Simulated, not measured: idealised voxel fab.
The following is a process module called voxel fin reveal.
The cross-section on display is named cut; it measures 185 nm wide, and its cells are 5 nm squares.
Notation: cross-section as square-cell grid; stated in bands, top first, going down; one or more cell rows per band. Each band's line starts with the height of the band's top and of its bottom, in nm. Then come its materials from left to right, each with its width in nm. One material with "full width" fills the band from edge to edge. "empty" is empty space. Counting heights begins at 0, where everything beneath is, in the wafer as received, one material. The lowest band has no bottom; it goes on downwards, as "0 and below" shows. The notation "30->40" denotes a width that varies across the rows of cells in the band, beginning at the first number in the top row, finishing at the second number in the bottom row, and changing by an identical amount from each row to the next. A step reported as "all unchanged" is a step in which no cell of the cross-section changed. Entry "Fully enclosed voids". Content: empty spaces with no open connection to the top, size 8 cells or greater. Each: width x height at distance. Distance: from left edge. Unit: nm. Formally, on a step line, whatever follows the settings is a remark that the simulator itself makes on the step. overlay nm: step with mask; distance mask lay right of planned place; negative value = left of planned place.

### The steps planned for the process are as follows
1) op RECEIVE | material Si
2) op CONFORMAL_DEP | material SiN | thk nm 10
3) op PATTERN | tone cover | mask id FINS | material resist | width nm 15 | pitch nm 40 | thk nm 20 | overlay nm 0
4) op DIRECTIONAL_ETCH | etch materials SiN | depth nm 10
5) op DIRECTIONAL_ETCH | etch materials Si | depth nm 35
6) op STRIP | etch materials resist
7) op OXIDIZE | depth nm 5
8) op FILL_DEP | material SiO2 | thk nm 10
9) op CMP | height nm 10
10) op SELECTIVE_ETCH | etch materials SiO2 | depth nm 30
11) op STRIP | etch materials SiN
12) op CONFORMAL_DEP | material HfO2 | thk nm 5

### First wafer, two in total, run as planned

### This is the cross-section of the wafer as we received it, i.e. after step 1
0 and below | Si full width
Fully enclosed voids: none

### Wafer after step 2 (cross-section)
10 down to 0 | SiN full width
Anything lower than 0 is untouched.

### Wafer after step 3 (cross-section)
30 down to 10 | 65 of empty  15 of resist  25 of empty  15 of resist  65 of empty
Anything lower than 10 is untouched.

### Wafer after step 4 (cross-section)
30 down to 10 | 65 of empty  15 of resist  25 of empty  15 of resist  65 of empty
10 down to 0 | 65 of empty  15 of SiN  25 of empty  15 of SiN  65 of empty
Anything lower than 0 is untouched.

### Wafer after step 5 (cross-section)
30 down to 10 | 65 of empty  15 of resist  25 of empty  15 of resist  65 of empty
10 down to 0 | 65 of empty  15 of SiN  25 of empty  15 of SiN  65 of empty
0 down to -35 | 65 of empty  15 of Si  25 of empty  15 of Si  65 of empty
Anything lower than -35 is untouched.

### Wafer after step 6 (cross-section)
10 down to 0 | 65 of empty  15 of SiN  25 of empty  15 of SiN  65 of empty
Anything lower than 0 is untouched.

### Wafer after step 7 (cross-section)
10 down to 0 | 65 of empty  15 of SiN  25 of empty  15 of SiN  65 of empty
0 down to -35 | 65 of empty  5 of SiO2  5 of Si  5 of SiO2  25 of empty  5 of SiO2  5 of Si  5 of SiO2  65 of empty
-35 down to -40 | 70 of SiO2  5 of Si  35 of SiO2  5 of Si  70 of SiO2
Anything lower than -40 is untouched.

### Wafer after step 8 (cross-section)
20 down to 10 | SiO2 full width
10 down to 0 | 65 of SiO2  15 of SiN  25 of SiO2  15 of SiN  65 of SiO2
0 down to -40 | 70 of SiO2  5 of Si  35 of SiO2  5 of Si  70 of SiO2
Anything lower than -40 is untouched.

### Wafer after step 9 (cross-section)
10 down to 0 | 65 of SiO2  15 of SiN  25 of SiO2  15 of SiN  65 of SiO2
Anything lower than 0 is untouched.

### Wafer after step 10 (cross-section)
10 down to 0 | 65 of empty  15 of SiN  25 of empty  15 of SiN  65 of empty
0 down to -20 | 70 of empty  5 of Si  35 of empty  5 of Si  70 of empty
Anything lower than -20 is untouched.

### Wafer after step 11 (cross-section)
0 down to -20 | 70 of empty  5 of Si  35 of empty  5 of Si  70 of empty
Anything lower than -20 is untouched.

### Wafer after step 12 (cross-section)
5 down to 0 | 65 of empty  15 of HfO2  25 of empty  15 of HfO2  65 of empty
0 down to -15 | 65 of empty  5 of HfO2  5 of Si  5 of HfO2  25 of empty  5 of HfO2  5 of Si  5 of HfO2  65 of empty
-15 down to -20 | 70 of HfO2  5 of Si  35 of HfO2  5 of Si  70 of HfO2
Anything lower than -20 is untouched.

### Here the second wafer is described. Its start and its plan were those of the first wafer. Its run contained one mistake. Up to and including step 2, it did exactly what the first wafer did

### At the planned end of step 3, the second wafer in cross-section
30 down to 10 | 60 of empty  15 of resist  25 of empty  15 of resist  70 of empty
Anything lower than 10 is untouched.

### At the planned end of step 4, the second wafer in cross-section
30 down to 10 | 60 of empty  15 of resist  25 of empty  15 of resist  70 of empty
10 down to 0 | 60 of empty  15 of SiN  25 of empty  15 of SiN  70 of empty
Anything lower than 0 is untouched.

### At the planned end of step 5, the second wafer in cross-section
30 down to 10 | 60 of empty  15 of resist  25 of empty  15 of resist  70 of empty
10 down to 0 | 60 of empty  15 of SiN  25 of empty  15 of SiN  70 of empty
0 down to -35 | 60 of empty  15 of Si  25 of empty  15 of Si  70 of empty
Anything lower than -35 is untouched.

### At the planned end of step 6, the second wafer in cross-section
10 down to 0 | 60 of empty  15 of SiN  25 of empty  15 of SiN  70 of empty
Anything lower than 0 is untouched.

### At the planned end of step 7, the second wafer in cross-section
10 down to 0 | 60 of empty  15 of SiN  25 of empty  15 of SiN  70 of empty
0 down to -35 | 60 of empty  5 of SiO2  5 of Si  5 of SiO2  25 of empty  5 of SiO2  5 of Si  5 of SiO2  70 of empty
-35 down to -40 | 65 of SiO2  5 of Si  35 of SiO2  5 of Si  75 of SiO2
Anything lower than -40 is untouched.

### At the planned end of step 8, the second wafer in cross-section
20 down to 10 | SiO2 full width
10 down to 0 | 60 of SiO2  15 of SiN  25 of SiO2  15 of SiN  70 of SiO2
0 down to -40 | 65 of SiO2  5 of Si  35 of SiO2  5 of Si  75 of SiO2
Anything lower than -40 is untouched.

### At the planned end of step 9, the second wafer in cross-section
10 down to 0 | 60 of SiO2  15 of SiN  25 of SiO2  15 of SiN  70 of SiO2
Anything lower than 0 is untouched.

### At the planned end of step 10, the second wafer in cross-section
10 down to 0 | 60 of empty  15 of SiN  25 of empty  15 of SiN  70 of empty
0 down to -20 | 65 of empty  5 of Si  35 of empty  5 of Si  75 of empty
Anything lower than -20 is untouched.

### At the planned end of step 11, the second wafer in cross-section
0 down to -20 | 65 of empty  5 of Si  35 of empty  5 of Si  75 of empty
Anything lower than -20 is untouched.

### At the planned end of step 12, the second wafer in cross-section
5 down to 0 | 60 of empty  15 of HfO2  25 of empty  15 of HfO2  70 of empty
0 down to -15 | 60 of empty  5 of HfO2  5 of Si  5 of HfO2  25 of empty  5 of HfO2  5 of Si  5 of HfO2  70 of empty
-15 down to -20 | 65 of HfO2  5 of Si  35 of HfO2  5 of Si  75 of HfO2
Anything lower than -20 is untouched.
What was done differently from what was planned? step 3 deviated from plan and actually ran as op PATTERN | tone cover | mask id FINS | material resist | width nm 15 | pitch nm 40 | thk nm 20 | overlay nm -5
Final state: per-material cell counts identical on both wafers; locations differ.
